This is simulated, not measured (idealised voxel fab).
Herein follows the process module entitled voxel transistor to metal.
The width of the displayed cross-section, cut, is 300 nm; its cells are square, with a size of 5 nm.
Cross-section = grid of square cells, listed top down in bands; band = one or more rows. What a band's entry tells you: where the top is and where the bottom is, as heights in nm, and after that what lies inside, material by material from left to right, each with its width in nm. Empty space is written as the word "air", and a single material marked with the word "throughout" occupies the band from edge to edge. Ref level 0: as-received wafer is one material below here. Bottom band extends down with no lower bound ("z 0 and below"). A width such as "30 to 40" changes by the same amount from each row of cells to the next, from the band's top row to its bottom row. Where a step carries "remained unchanged", the cross-section came out of it unchanged, cell for cell. Closed empty spaces (no open way to the top) of 8 cells or more are what "Catalogued sealed voids" lists, each as width x height at distance from the left edge, nm for all three. Whatever follows a step's settings on its line is a remark the simulator itself makes about that step. The line of a step may include "overlay nm". On a step with a mask, this value is how far to the right of its planned place the mask lay. A negative value means the mask lay to the left. Guide to the pairs. Each holds a before and an after cross-section around one process step; the after cross-section is cut off at the lowest band that changed. Look under the pair for the step between them and its settings. Pairs can come from different runs of this module on the same starting wafer, so a pair follows on from the one above it only where its entry headed "Before-step section" says it does.
## Before-step section
> z 30 to 20 = 65 of air, then 5 of SiO2, then 30 of SiCN, then 5 of SiO2, then 90 of air, then 5 of SiO2, then 30 of SiCN, then 5 of SiO2, then 65 of air
> z 20 to 0 = 65 of air, then 5 of SiO2, then 30 of polySi, then 5 of SiO2, then 90 of air, then 5 of SiO2, then 30 of polySi, then 5 of SiO2, then 65 of air
> z 0 to -5 = 30 of air, then 110 of SiO2, then 20 of air, then 110 of SiO2, then 30 of air
> z -5 to -10 = 40 of SiO2, then 90 of Si, then 40 of SiO2, then 90 of Si, then 40 of SiO2
> z -10 to -25 = 30 of SiO2, then 110 of Si, then 20 of SiO2, then 110 of Si, then 30 of SiO2
> z -25 and below = Si throughout
> Catalogued sealed voids: none
## Step Outcome
> z 35 to 30 = 60 of air, then 50 of SiN, then 80 of air, then 50 of SiN, then 60 of air
> z 30 to 20 = 60 of air, then 5 of SiN, then 5 of SiO2, then 30 of SiCN, then 5 of SiO2, then 5 of SiN, then 80 of air, then 5 of SiN, then 5 of SiO2, then 30 of SiCN, then 5 of SiO2, then 5 of SiN, then 60 of air
> z 20 to 5 = 60 of air, then 5 of SiN, then 5 of SiO2, then 30 of polySi, then 5 of SiO2, then 5 of SiN, then 80 of air, then 5 of SiN, then 5 of SiO2, then 30 of polySi, then 5 of SiO2, then 5 of SiN, then 60 of air
> z 5 to 0 = 25 of air, then 40 of SiN, then 5 of SiO2, then 30 of polySi, then 5 of SiO2, then 40 of SiN, then 10 of air, then 40 of SiN, then 5 of SiO2, then 30 of polySi, then 5 of SiO2, then 40 of SiN, then 25 of air
> z 0 to -5 = 30 of SiN, then 110 of SiO2, then 20 of SiN, then 110 of SiO2, then 30 of SiN
> Below -5, the layers are the same as they were.
> Catalogued sealed voids: none
Transition step, before and after shown above: op CONFORMAL_DEP | material SiN | thk nm 5
Before-step section: this step begins from the cross-section that the pair just above shows after its step.
## Step Outcome
> z 30 to 20 = 60 of air, then 5 of SiN, then 5 of SiO2, then 30 of SiCN, then 5 of SiO2, then 5 of SiN, then 80 of air, then 5 of SiN, then 5 of SiO2, then 30 of SiCN, then 5 of SiO2, then 5 of SiN, then 60 of air
> z 20 to 0 = 60 of air, then 5 of SiN, then 5 of SiO2, then 30 of polySi, then 5 of SiO2, then 5 of SiN, then 80 of air, then 5 of SiN, then 5 of SiO2, then 30 of polySi, then 5 of SiO2, then 5 of SiN, then 60 of air
> z 0 to -5 = 25 of air, then 5 of SiN, then 110 of SiO2, then 5 of SiN, then 10 of air, then 5 of SiN, then 110 of SiO2, then 5 of SiN, then 25 of air
> Below -5, the layers are the same as they were.
> Catalogued sealed voids: none
Transition step, before and after shown above: op DIRECTIONAL_ETCH | etch materials SiN | depth nm 5
Before-step section: this step begins from the cross-section that the pair just above shows after its step.
## Step Outcome
> z 30 to 25 = 60 of air, then 5 of SiN, then 5 of air, then 30 of SiCN, then 5 of air, then 5 of SiN, then 80 of air, then 5 of SiN, then 5 of air, then 30 of SiCN, then 5 of air, then 5 of SiN, then 60 of air
> z 25 to 20 = 60 of air, then 5 of SiN, then 5 of SiO2, then 30 of SiCN, then 5 of SiO2, then 5 of SiN, then 80 of air, then 5 of SiN, then 5 of SiO2, then 30 of SiCN, then 5 of SiO2, then 5 of SiN, then 60 of air
> z 20 to 0 = 60 of air, then 5 of SiN, then 5 of SiO2, then 30 of polySi, then 5 of SiO2, then 5 of SiN, then 80 of air, then 5 of SiN, then 5 of SiO2, then 30 of polySi, then 5 of SiO2, then 5 of SiN, then 60 of air
> z 0 to -5 = 25 of air, then 5 of SiN, then 30 of air, then 50 of SiO2, then 30 of air, then 5 of SiN, then 10 of air, then 5 of SiN, then 30 of air, then 50 of SiO2, then 30 of air, then 5 of SiN, then 25 of air
> z -5 to -10 = 25 of air, then 15 of SiO2, then 90 of Si, then 15 of SiO2, then 10 of air, then 15 of SiO2, then 90 of Si, then 15 of SiO2, then 25 of air
> Below -10, the layers are the same as they were.
> Catalogued sealed voids: none
Transition step, before and after shown above: op DIRECTIONAL_ETCH | etch materials SiO2 | depth nm 5
Before-step section: this step begins from the cross-section that the pair just above shows after its step.
## Step Outcome
> z 30 to 25 = 60 of air, then 5 of SiN, then 5 of air, then 30 of SiCN, then 5 of air, then 5 of SiN, then 80 of air, then 5 of SiN, then 5 of air, then 30 of SiCN, then 5 of air, then 5 of SiN, then 60 of air
> z 25 to 20 = 60 of air, then 5 of SiN, then 5 of SiO2, then 30 of SiCN, then 5 of SiO2, then 5 of SiN, then 80 of air, then 5 of SiN, then 5 of SiO2, then 30 of SiCN, then 5 of SiO2, then 5 of SiN, then 60 of air
> z 20 to 0 = 60 of air, then 5 of SiN, then 5 of SiO2, then 30 of polySi, then 5 of SiO2, then 5 of SiN, then 80 of air, then 5 of SiN, then 5 of SiO2, then 30 of polySi, then 5 of SiO2, then 5 of SiN, then 60 of air
> z 0 to -5 = 25 of air, then 5 of SiN, then 30 of air, then 50 of SiO2, then 30 of air, then 5 of SiN, then 10 of air, then 5 of SiN, then 30 of air, then 50 of SiO2, then 30 of air, then 5 of SiN, then 25 of air
> z -5 to -10 = 25 of air, then 15 of SiO2, then 20 of air, then 50 of Si, then 20 of air, then 15 of SiO2, then 10 of air, then 15 of SiO2, then 20 of air, then 50 of Si, then 20 of air, then 15 of SiO2, then 25 of air
> z -10 to -20 = 30 of SiO2, then 10 of Si, then 20 of air, then 50 of Si, then 20 of air, then 10 of Si, then 20 of SiO2, then 10 of Si, then 20 of air, then 50 of Si, then 20 of air, then 10 of Si, then 30 of SiO2
> Below -20, the layers are the same as they were.
> Catalogued sealed voids: none
Transition step, before and after shown above: op DIRECTIONAL_ETCH | etch materials Si | depth nm 15
Before-step section: this step begins from the cross-section that the pair just above shows after its step.
## Step Outcome
> z 30 to 25 = 60 of air, then 5 of SiN, then 5 of air, then 30 of SiCN, then 5 of air, then 5 of SiN, then 80 of air, then 5 of SiN, then 5 of air, then 30 of SiCN, then 5 of air, then 5 of SiN, then 60 of air
> z 25 to 20 = 60 of air, then 5 of SiN, then 5 of SiO2, then 30 of SiCN, then 5 of SiO2, then 5 of SiN, then 80 of air, then 5 of SiN, then 5 of SiO2, then 30 of SiCN, then 5 of SiO2, then 5 of SiN, then 60 of air
> z 20 to 10 = 60 of air, then 5 of SiN, then 5 of SiO2, then 30 of polySi, then 5 of SiO2, then 5 of SiN, then 80 of air, then 5 of SiN, then 5 of SiO2, then 30 of polySi, then 5 of SiO2, then 5 of SiN, then 60 of air
> z 10 to 0 = 45 to 30 of air, then 15 to 30 of SiGe, then 5 of SiN, then 5 of SiO2, then 30 of polySi, then 5 of SiO2, then 5 of SiN, then 15 to 30 of SiGe, then 50 to 20 of air, then 15 to 30 of SiGe, then 5 of SiN, then 5 of SiO2, then 30 of polySi, then 5 of SiO2, then 5 of SiN, then 15 to 30 of SiGe, then 45 to 30 of air
> z 0 to -5 = 25 of air, then 5 of SiN, then 30 of SiGe, then 50 of SiO2, then 30 of SiGe, then 5 of SiN, then 10 of air, then 5 of SiN, then 30 of SiGe, then 50 of SiO2, then 30 of SiGe, then 5 of SiN, then 25 of air
> z -5 to -10 = 25 of air, then 15 of SiO2, then 20 of SiGe, then 50 of Si, then 20 of SiGe, then 15 of SiO2, then 10 of air, then 15 of SiO2, then 20 of SiGe, then 50 of Si, then 20 of SiGe, then 15 of SiO2, then 25 of air
> z -10 to -20 = 30 of SiO2, then 10 of Si, then 20 of SiGe, then 50 of Si, then 20 of SiGe, then 10 of Si, then 20 of SiO2, then 10 of Si, then 20 of SiGe, then 50 of Si, then 20 of SiGe, then 10 of Si, then 30 of SiO2
> Below -20, the layers are the same as they were.
> Catalogued sealed voids: none
Transition step, before and after shown above: op EPI | material SiGe | thk nm 15
Before-step section: this step begins from the cross-section that the pair just above shows after its step.
## Step Outcome
> z 40 to 30 = SiO2 throughout
> z 30 to 20 = 60 of SiO2, then 5 of SiN, then 5 of SiO2, then 30 of SiCN, then 5 of SiO2, then 5 of SiN, then 80 of SiO2, then 5 of SiN, then 5 of SiO2, then 30 of SiCN, then 5 of SiO2, then 5 of SiN, then 60 of SiO2
> z 20 to 10 = 60 of SiO2, then 5 of SiN, then 5 of SiO2, then 30 of polySi, then 5 of SiO2, then 5 of SiN, then 80 of SiO2, then 5 of SiN, then 5 of SiO2, then 30 of polySi, then 5 of SiO2, then 5 of SiN, then 60 of SiO2
> z 10 to 0 = 45 to 30 of SiO2, then 15 to 30 of SiGe, then 5 of SiN, then 5 of SiO2, then 30 of polySi, then 5 of SiO2, then 5 of SiN, then 15 to 30 of SiGe, then 50 to 20 of SiO2, then 15 to 30 of SiGe, then 5 of SiN, then 5 of SiO2, then 30 of polySi, then 5 of SiO2, then 5 of SiN, then 15 to 30 of SiGe, then 45 to 30 of SiO2
> z 0 to -5 = 25 of SiO2, then 5 of SiN, then 30 of SiGe, then 50 of SiO2, then 30 of SiGe, then 5 of SiN, then 10 of SiO2, then 5 of SiN, then 30 of SiGe, then 50 of SiO2, then 30 of SiGe, then 5 of SiN, then 25 of SiO2
> z -5 to -10 = 40 of SiO2, then 20 of SiGe, then 50 of Si, then 20 of SiGe, then 40 of SiO2, then 20 of SiGe, then 50 of Si, then 20 of SiGe, then 40 of SiO2
> Below -10, the layers are the same as they were.
> Catalogued sealed voids: none
Transition step, before and after shown above: op FILL_DEP | material SiO2 | thk nm 10
Before-step section: this step begins from the cross-section that the pair just above shows after its step.
## Step Outcome
> z 15 to 10 = 60 of SiO2, then 5 of SiN, then 5 of SiO2, then 30 of polySi, then 5 of SiO2, then 5 of SiN, then 80 of SiO2, then 5 of SiN, then 5 of SiO2, then 30 of polySi, then 5 of SiO2, then 5 of SiN, then 60 of SiO2
> Below 10, the layers are the same as they were.
> Catalogued sealed voids: none
Transition step, before and after shown above: op CMP | height nm 15
Before-step section: this step begins from the cross-section that the pair just above shows after its step.
## Step Outcome
> z 15 to 10 = 60 of SiO2, then 5 of SiN, then 5 of SiO2, then 30 of air, then 5 of SiO2, then 5 of SiN, then 80 of SiO2, then 5 of SiN, then 5 of SiO2, then 30 of air, then 5 of SiO2, then 5 of SiN, then 60 of SiO2
> z 10 to 0 = 45 to 30 of SiO2, then 15 to 30 of SiGe, then 5 of SiN, then 5 of SiO2, then 30 of air, then 5 of SiO2, then 5 of SiN, then 15 to 30 of SiGe, then 50 to 20 of SiO2, then 15 to 30 of SiGe, then 5 of SiN, then 5 of SiO2, then 30 of air, then 5 of SiO2, then 5 of SiN, then 15 to 30 of SiGe, then 45 to 30 of SiO2
> Below 0, the layers are the same as they were.
> Catalogued sealed voids: none
Transition step, before and after shown above: op STRIP | etch materials polySi
Before-step section: this step begins from the cross-section that the pair just above shows after its step.
## Step Outcome
> z 15 to 10 = 60 of air, then 5 of SiN, then 40 of air, then 5 of SiN, then 80 of air, then 5 of SiN, then 40 of air, then 5 of SiN, then 60 of air
> z 10 to 0 = 45 to 30 of SiO2, then 15 to 30 of SiGe, then 5 of SiN, then 40 of air, then 5 of SiN, then 15 to 30 of SiGe, then 50 to 20 of SiO2, then 15 to 30 of SiGe, then 5 of SiN, then 40 of air, then 5 of SiN, then 15 to 30 of SiGe, then 45 to 30 of SiO2
> z 0 to -5 = 25 of SiO2, then 5 of SiN, then 30 of SiGe, then 5 of SiO2, then 40 of air, then 5 of SiO2, then 30 of SiGe, then 5 of SiN, then 10 of SiO2, then 5 of SiN, then 30 of SiGe, then 5 of SiO2, then 40 of air, then 5 of SiO2, then 30 of SiGe, then 5 of SiN, then 25 of SiO2
> Below -5, the layers are the same as they were.
> Catalogued sealed voids: none
Transition step, before and after shown above: op SELECTIVE_ETCH | etch materials SiO2 | depth nm 5
Before-step section: this step begins from the cross-section that the pair just above shows after its step.
## Step Outcome
> z 20 to 15 = 55 of air, then 15 of HfO2, then 30 of air, then 15 of HfO2, then 70 of air, then 15 of HfO2, then 30 of air, then 15 of HfO2, then 55 of air
> z 15 to 10 = 60 of HfO2, then 5 of SiN, then 5 of HfO2, then 30 of air, then 5 of HfO2, then 5 of SiN, then 80 of HfO2, then 5 of SiN, then 5 of HfO2, then 30 of air, then 5 of HfO2, then 5 of SiN, then 60 of HfO2
> z 10 to 0 = 45 to 30 of SiO2, then 15 to 30 of SiGe, then 5 of SiN, then 5 of HfO2, then 30 of air, then 5 of HfO2, then 5 of SiN, then 15 to 30 of SiGe, then 50 to 20 of SiO2, then 15 to 30 of SiGe, then 5 of SiN, then 5 of HfO2, then 30 of air, then 5 of HfO2, then 5 of SiN, then 15 to 30 of SiGe, then 45 to 30 of SiO2
> z 0 to -5 = 25 of SiO2, then 5 of SiN, then 30 of SiGe, then 5 of SiO2, then 40 of HfO2, then 5 of SiO2, then 30 of SiGe, then 5 of SiN, then 10 of SiO2, then 5 of SiN, then 30 of SiGe, then 5 of SiO2, then 40 of HfO2, then 5 of SiO2, then 30 of SiGe, then 5 of SiN, then 25 of SiO2
> Below -5, the layers are the same as they were.
> Catalogued sealed voids: none
Transition step, before and after shown above: op CONFORMAL_DEP | material HfO2 | thk nm 5
Before-step section: this step begins from the cross-section that the pair just above shows after its step.
## Step Outcome
> z 25 to 20 = 50 of air, then 25 of TiN, then 20 of air, then 25 of TiN, then 60 of air, then 25 of TiN, then 20 of air, then 25 of TiN, then 50 of air
> z 20 to 15 = 55 of TiN, then 15 of HfO2, then 5 of TiN, then 20 of air, then 5 of TiN, then 15 of HfO2, then 70 of TiN, then 15 of HfO2, then 5 of TiN, then 20 of air, then 5 of TiN, then 15 of HfO2, then 55 of TiN
> z 15 to 10 = 60 of HfO2, then 5 of SiN, then 5 of HfO2, then 5 of TiN, then 20 of air, then 5 of TiN, then 5 of HfO2, then 5 of SiN, then 80 of HfO2, then 5 of SiN, then 5 of HfO2, then 5 of TiN, then 20 of air, then 5 of TiN, then 5 of HfO2, then 5 of SiN, then 60 of HfO2
> z 10 to 5 = 45 of SiO2, then 15 of SiGe, then 5 of SiN, then 5 of HfO2, then 5 of TiN, then 20 of air, then 5 of TiN, then 5 of HfO2, then 5 of SiN, then 15 of SiGe, then 50 of SiO2, then 15 of SiGe, then 5 of SiN, then 5 of HfO2, then 5 of TiN, then 20 of air, then 5 of TiN, then 5 of HfO2, then 5 of SiN, then 15 of SiGe, then 45 of SiO2
> z 5 to 0 = 30 of SiO2, then 30 of SiGe, then 5 of SiN, then 5 of HfO2, then 30 of TiN, then 5 of HfO2, then 5 of SiN, then 30 of SiGe, then 20 of SiO2, then 30 of SiGe, then 5 of SiN, then 5 of HfO2, then 30 of TiN, then 5 of HfO2, then 5 of SiN, then 30 of SiGe, then 30 of SiO2
> Below 0, the layers are the same as they were.
> Catalogued sealed voids: none
Transition step, before and after shown above: op CONFORMAL_DEP | material TiN | thk nm 5
Before-step section: this step begins from the cross-section that the pair just above shows after its step.
## Step Outcome
> z 35 to 25 = W throughout
> z 25 to 20 = 50 of W, then 25 of TiN, then 20 of W, then 25 of TiN, then 60 of W, then 25 of TiN, then 20 of W, then 25 of TiN, then 50 of W
> z 20 to 15 = 55 of TiN, then 15 of HfO2, then 5 of TiN, then 20 of W, then 5 of TiN, then 15 of HfO2, then 70 of TiN, then 15 of HfO2, then 5 of TiN, then 20 of W, then 5 of TiN, then 15 of HfO2, then 55 of TiN
> z 15 to 10 = 60 of HfO2, then 5 of SiN, then 5 of HfO2, then 5 of TiN, then 20 of W, then 5 of TiN, then 5 of HfO2, then 5 of SiN, then 80 of HfO2, then 5 of SiN, then 5 of HfO2, then 5 of TiN, then 20 of W, then 5 of TiN, then 5 of HfO2, then 5 of SiN, then 60 of HfO2
> z 10 to 5 = 45 of SiO2, then 15 of SiGe, then 5 of SiN, then 5 of HfO2, then 5 of TiN, then 20 of W, then 5 of TiN, then 5 of HfO2, then 5 of SiN, then 15 of SiGe, then 50 of SiO2, then 15 of SiGe, then 5 of SiN, then 5 of HfO2, then 5 of TiN, then 20 of W, then 5 of TiN, then 5 of HfO2, then 5 of SiN, then 15 of SiGe, then 45 of SiO2
> Below 5, the layers are the same as they were.
> Catalogued sealed voids: none
Transition step, before and after shown above: op FILL_DEP | material W | thk nm 10
Before-step section: this step begins from the cross-section that the pair just above shows after its step.
## Step Outcome
> z 10 to 5 = 45 of SiO2, then 15 of SiGe, then 5 of SiN, then 5 of HfO2, then 5 of TiN, then 20 of W, then 5 of TiN, then 5 of HfO2, then 5 of SiN, then 15 of SiGe, then 50 of SiO2, then 15 of SiGe, then 5 of SiN, then 5 of HfO2, then 5 of TiN, then 20 of W, then 5 of TiN, then 5 of HfO2, then 5 of SiN, then 15 of SiGe, then 45 of SiO2
> Below 5, the layers are the same as they were.
> Catalogued sealed voids: none
Transition step, before and after shown above: op CMP | height nm 10
Before-step section: this step begins from the cross-section that the pair just above shows after its step.
## Step Outcome
> z 20 to 10 = SiO2 throughout
> Below 10, the layers are the same as they were.
> Catalogued sealed voids: none
Transition step, before and after shown above: op DIRECTIONAL_DEP | material SiO2 | thk nm 10
Before-step section: this step begins from the cross-section that the pair just above shows after its step.
## Step Outcome
> z 20 to 10 = 40 of SiO2, then 15 of air, then 60 of SiO2, then 15 of air, then 40 of SiO2, then 15 of air, then 60 of SiO2, then 15 of air, then 40 of SiO2
> z 10 to 5 = 40 of SiO2, then 5 of air, then 15 of SiGe, then 5 of SiN, then 5 of HfO2, then 5 of TiN, then 20 of W, then 5 of TiN, then 5 of HfO2, then 5 of SiN, then 15 of SiGe, then 5 of air, then 40 of SiO2, then 5 of air, then 15 of SiGe, then 5 of SiN, then 5 of HfO2, then 5 of TiN, then 20 of W, then 5 of TiN, then 5 of HfO2, then 5 of SiN, then 15 of SiGe, then 5 of air, then 40 of SiO2
> Below 5, the layers are the same as they were.
> Catalogued sealed voids: none
Transition step, before and after shown above: op MASKED_ETCH | tone open | mask id CONTACT | width nm 15 | etch materials SiO2 | depth nm 30 | overlay nm 0
Before-step section: this step begins from the cross-section that the pair just above shows after its step.
## Step Outcome
> z 25 to 20 = 45 of TiN, then 5 of air, then 70 of TiN, then 5 of air, then 50 of TiN, then 5 of air, then 70 of TiN, then 5 of air, then 45 of TiN
> z 20 to 15 = 40 of SiO2, then 5 of TiN, then 5 of air, then 5 of TiN, then 60 of SiO2, then 5 of TiN, then 5 of air, then 5 of TiN, then 40 of SiO2, then 5 of TiN, then 5 of air, then 5 of TiN, then 60 of SiO2, then 5 of TiN, then 5 of air, then 5 of TiN, then 40 of SiO2
> z 15 to 10 = 40 of SiO2, then 15 of TiN, then 60 of SiO2, then 15 of TiN, then 40 of SiO2, then 15 of TiN, then 60 of SiO2, then 15 of TiN, then 40 of SiO2
> z 10 to 5 = 40 of SiO2, then 5 of TiN, then 15 of SiGe, then 5 of SiN, then 5 of HfO2, then 5 of TiN, then 20 of W, then 5 of TiN, then 5 of HfO2, then 5 of SiN, then 15 of SiGe, then 5 of TiN, then 40 of SiO2, then 5 of TiN, then 15 of SiGe, then 5 of SiN, then 5 of HfO2, then 5 of TiN, then 20 of W, then 5 of TiN, then 5 of HfO2, then 5 of SiN, then 15 of SiGe, then 5 of TiN, then 40 of SiO2
> Below 5, the layers are the same as they were.
> Catalogued sealed voids: none
Transition step, before and after shown above: op CONFORMAL_DEP | material TiN | thk nm 5
Before-step section: this step begins from the cross-section that the pair just above shows after its step.
## Step Outcome
> z 30 to 25 = W throughout
> z 25 to 20 = 45 of TiN, then 5 of W, then 70 of TiN, then 5 of W, then 50 of TiN, then 5 of W, then 70 of TiN, then 5 of W, then 45 of TiN
> z 20 to 15 = 40 of SiO2, then 5 of TiN, then 5 of W, then 5 of TiN, then 60 of SiO2, then 5 of TiN, then 5 of W, then 5 of TiN, then 40 of SiO2, then 5 of TiN, then 5 of W, then 5 of TiN, then 60 of SiO2, then 5 of TiN, then 5 of W, then 5 of TiN, then 40 of SiO2
> Below 15, the layers are the same as they were.
> Catalogued sealed voids: none
Transition step, before and after shown above: op FILL_DEP | material W | thk nm 5
Before-step section: this step begins from the cross-section that the pair just above shows after its step.
## Step Outcome
> z 20 to 15 = 40 of SiO2, then 5 of TiN, then 5 of W, then 5 of TiN, then 60 of SiO2, then 5 of TiN, then 5 of W, then 5 of TiN, then 40 of SiO2, then 5 of TiN, then 5 of W, then 5 of TiN, then 60 of SiO2, then 5 of TiN, then 5 of W, then 5 of TiN, then 40 of SiO2
> Below 15, the layers are the same as they were.
> Catalogued sealed voids: none
Transition step, before and after shown above: op CMP | height nm 20
Before-step section: this step begins from the cross-section that the pair just above shows after its step.
## Step Outcome
> z 25 to 20 = SiCN throughout
> Below 20, the layers are the same as they were.
> Catalogued sealed voids: none
Transition step, before and after shown above: op CONFORMAL_DEP | material SiCN | thk nm 5
Before-step section: this step begins from the cross-section that the pair just above shows after its step.
## Step Outcome
> z 40 to 25 = SiO2 throughout
> Below 25, the layers are the same as they were.
> Catalogued sealed voids: none
Transition step, before and after shown above: op DIRECTIONAL_DEP | material SiO2 | thk nm 15
Before-step section: this step begins from the cross-section that the pair just above shows after its step.
## Step Outcome
> z 55 to 40 = aC throughout
> Below 40, the layers are the same as they were.
> Catalogued sealed voids: none
Transition step, before and after shown above: op DIRECTIONAL_DEP | material aC | thk nm 15
Before-step section: this step begins from the cross-section that the pair just above shows after its step.
## Step Outcome
> z 90 to 55 = 40 of resist, then 15 of air, then 60 of resist, then 15 of air, then 40 of resist, then 15 of air, then 60 of resist, then 15 of air, then 40 of resist
> Below 55, the layers are the same as they were.
> Catalogued sealed voids: none
Transition step, before and after shown above: op PATTERN | tone open | mask id METAL_1 | material resist | width nm 15 | thk nm 35 | overlay nm 0
Before-step section: this step begins from the cross-section that the pair just above shows after its step.
## Step Outcome
> z 75 to 55 = 40 of resist, then 15 of air, then 60 of resist, then 15 of air, then 40 of resist, then 15 of air, then 60 of resist, then 15 of air, then 40 of resist
> z 55 to 40 = 40 of aC, then 15 of air, then 60 of aC, then 15 of air, then 40 of aC, then 15 of air, then 60 of aC, then 15 of air, then 40 of aC
> Below 40, the layers are the same as they were.
> Catalogued sealed voids: none
Transition step, before and after shown above: op DIRECTIONAL_ETCH | etch materials aC | depth nm 15
Before-step section: this step begins from the cross-section that the pair just above shows after its step.
## Step Outcome
> z 55 to 40 = 40 of aC, then 15 of air, then 60 of aC, then 15 of air, then 40 of aC, then 15 of air, then 60 of aC, then 15 of air, then 40 of aC
> Below 40, the layers are the same as they were.
> Catalogued sealed voids: none
Transition step, before and after shown above: op STRIP | etch materials resist
Before-step section: this step begins from the cross-section that the pair just above shows after its step.
## Step Outcome
> z 55 to 40 = 40 of aC, then 15 of air, then 60 of aC, then 15 of air, then 40 of aC, then 15 of air, then 60 of aC, then 15 of air, then 40 of aC
> z 40 to 25 = 40 of SiO2, then 15 of air, then 60 of SiO2, then 15 of air, then 40 of SiO2, then 15 of air, then 60 of SiO2, then 15 of air, then 40 of SiO2
> Below 25, the layers are the same as they were.
> Catalogued sealed voids: none
Transition step, before and after shown above: op DIRECTIONAL_ETCH | etch materials SiO2 | depth nm 15
Before-step section: this step begins from the cross-section that the pair just above shows after its step.
## Step Outcome
> z 55 to 40 = 40 of aC, then 15 of air, then 60 of aC, then 15 of air, then 40 of aC, then 15 of air, then 60 of aC, then 15 of air, then 40 of aC
> z 40 to 25 = 40 of SiO2, then 15 of air, then 60 of SiO2, then 15 of air, then 40 of SiO2, then 15 of air, then 60 of SiO2, then 15 of air, then 40 of SiO2
> z 25 to 20 = 40 of SiCN, then 15 of air, then 60 of SiCN, then 15 of air, then 40 of SiCN, then 15 of air, then 60 of SiCN, then 15 of air, then 40 of SiCN
> Below 20, the layers are the same as they were.
> Catalogued sealed voids: none
Transition step, before and after shown above: op DIRECTIONAL_ETCH | etch materials SiCN | depth nm 5
Before-step section: this step begins from the cross-section that the pair just above shows after its step.
## Step Outcome
> z 40 to 25 = 40 of SiO2, then 15 of air, then 60 of SiO2, then 15 of air, then 40 of SiO2, then 15 of air, then 60 of SiO2, then 15 of air, then 40 of SiO2
> Below 25, the layers are the same as they were.
> Catalogued sealed voids: none
Transition step, before and after shown above: op STRIP | etch materials aC
Before-step section: this step begins from the cross-section that the pair just above shows after its step.
## Step Outcome
> z 45 to 40 = 45 of TiN, then 5 of air, then 70 of TiN, then 5 of air, then 50 of TiN, then 5 of air, then 70 of TiN, then 5 of air, then 45 of TiN
> z 40 to 25 = 40 of SiO2, then 5 of TiN, then 5 of air, then 5 of TiN, then 60 of SiO2, then 5 of TiN, then 5 of air, then 5 of TiN, then 40 of SiO2, then 5 of TiN, then 5 of air, then 5 of TiN, then 60 of SiO2, then 5 of TiN, then 5 of air, then 5 of TiN, then 40 of SiO2
> z 25 to 20 = 40 of SiCN, then 15 of TiN, then 60 of SiCN, then 15 of TiN, then 40 of SiCN, then 15 of TiN, then 60 of SiCN, then 15 of TiN, then 40 of SiCN
> Below 20, the layers are the same as they were.
> Catalogued sealed voids: none
Transition step, before and after shown above: op CONFORMAL_DEP | material TiN | thk nm 5
Before-step section: this step begins from the cross-section that the pair just above shows after its step.
## Step Outcome
> z 55 to 45 = W throughout
> z 45 to 40 = 45 of TiN, then 5 of W, then 70 of TiN, then 5 of W, then 50 of TiN, then 5 of W, then 70 of TiN, then 5 of W, then 45 of TiN
> z 40 to 25 = 40 of SiO2, then 5 of TiN, then 5 of W, then 5 of TiN, then 60 of SiO2, then 5 of TiN, then 5 of W, then 5 of TiN, then 40 of SiO2, then 5 of TiN, then 5 of W, then 5 of TiN, then 60 of SiO2, then 5 of TiN, then 5 of W, then 5 of TiN, then 40 of SiO2
> Below 25, the layers are the same as they were.
> Catalogued sealed voids: none
Transition step, before and after shown above: op FILL_DEP | material W | thk nm 10
Before-step section: this step begins from the cross-section that the pair just above shows after its step.
## Step Outcome
> z 40 to 25 = 40 of SiO2, then 5 of TiN, then 5 of W, then 5 of TiN, then 60 of SiO2, then 5 of TiN, then 5 of W, then 5 of TiN, then 40 of SiO2, then 5 of TiN, then 5 of W, then 5 of TiN, then 60 of SiO2, then 5 of TiN, then 5 of W, then 5 of TiN, then 40 of SiO2
> Below 25, the layers are the same as they were.
> Catalogued sealed voids: none
Transition step, before and after shown above: op CMP | height nm 40
Before-step section: this step begins from the cross-section that the pair just above shows after its step.
## Step Outcome
> z 45 to 40 = SiN throughout
> Below 40, the layers are the same as they were.
> Catalogued sealed voids: none
Transition step, before and after shown above: op CONFORMAL_DEP | material SiN | thk nm 5
## Before-step section
> z 25 to 20 = SiCN throughout
> z 20 to 10 = 40 of SiO2, then 5 of TiN, then 5 of W, then 5 of TiN, then 60 of SiO2, then 5 of TiN, then 5 of W, then 5 of TiN, then 40 of SiO2, then 5 of TiN, then 5 of W, then 5 of TiN, then 60 of SiO2, then 5 of TiN, then 5 of W, then 5 of TiN, then 40 of SiO2
> z 10 to 5 = 40 of SiO2, then 15 of TiN, then 5 of SiO2, then 5 of SiN, then 5 of HfO2, then 5 of TiN, then 20 of W, then 5 of TiN, then 5 of HfO2, then 5 of SiN, then 5 of SiO2, then 15 of TiN, then 40 of SiO2, then 15 of TiN, then 5 of SiO2, then 5 of SiN, then 5 of HfO2, then 5 of TiN, then 20 of W, then 5 of TiN, then 5 of HfO2, then 5 of SiN, then 5 of SiO2, then 15 of TiN, then 40 of SiO2
> z 5 to 0 = 40 of SiO2, then 5 of TiN, then 15 of SiGe, then 5 of SiN, then 5 of HfO2, then 5 of TiN, then 20 of W, then 5 of TiN, then 5 of HfO2, then 5 of SiN, then 15 of SiGe, then 5 of TiN, then 40 of SiO2, then 5 of TiN, then 15 of SiGe, then 5 of SiN, then 5 of HfO2, then 5 of TiN, then 20 of W, then 5 of TiN, then 5 of HfO2, then 5 of SiN, then 15 of SiGe, then 5 of TiN, then 40 of SiO2
> z 0 to -5 = 40 of SiO2, then 5 of TiN, then 15 of SiGe, then 5 of SiN, then 5 of HfO2, then 30 of TiN, then 5 of HfO2, then 5 of SiN, then 15 of SiGe, then 5 of TiN, then 40 of SiO2, then 5 of TiN, then 15 of SiGe, then 5 of SiN, then 5 of HfO2, then 30 of TiN, then 5 of HfO2, then 5 of SiN, then 15 of SiGe, then 5 of TiN, then 40 of SiO2
> z -5 to -10 = 40 of SiO2, then 5 of TiN, then 15 of SiGe, then 5 of SiO2, then 40 of HfO2, then 5 of SiO2, then 15 of SiGe, then 5 of TiN, then 40 of SiO2, then 5 of TiN, then 15 of SiGe, then 5 of SiO2, then 40 of HfO2, then 5 of SiO2, then 15 of SiGe, then 5 of TiN, then 40 of SiO2
> z -10 to -25 = 30 of SiO2, then 30 of SiGe, then 50 of Si, then 30 of SiGe, then 20 of SiO2, then 30 of SiGe, then 50 of Si, then 30 of SiGe, then 30 of SiO2
> z -25 and below = Si throughout
> Catalogued sealed voids: none
## Step Outcome
> z 35 to 25 = SiO2 throughout
> Below 25, the layers are the same as they were.
> Catalogued sealed voids: none
Transition step, before and after shown above: op DIRECTIONAL_DEP | material SiO2 | thk nm 10
Before-step section: this step begins from the cross-section that the pair just above shows after its step.
## Step Outcome
> z 50 to 35 = aC throughout
> Below 35, the layers are the same as they were.
> Catalogued sealed voids: none
Transition step, before and after shown above: op DIRECTIONAL_DEP | material aC | thk nm 15
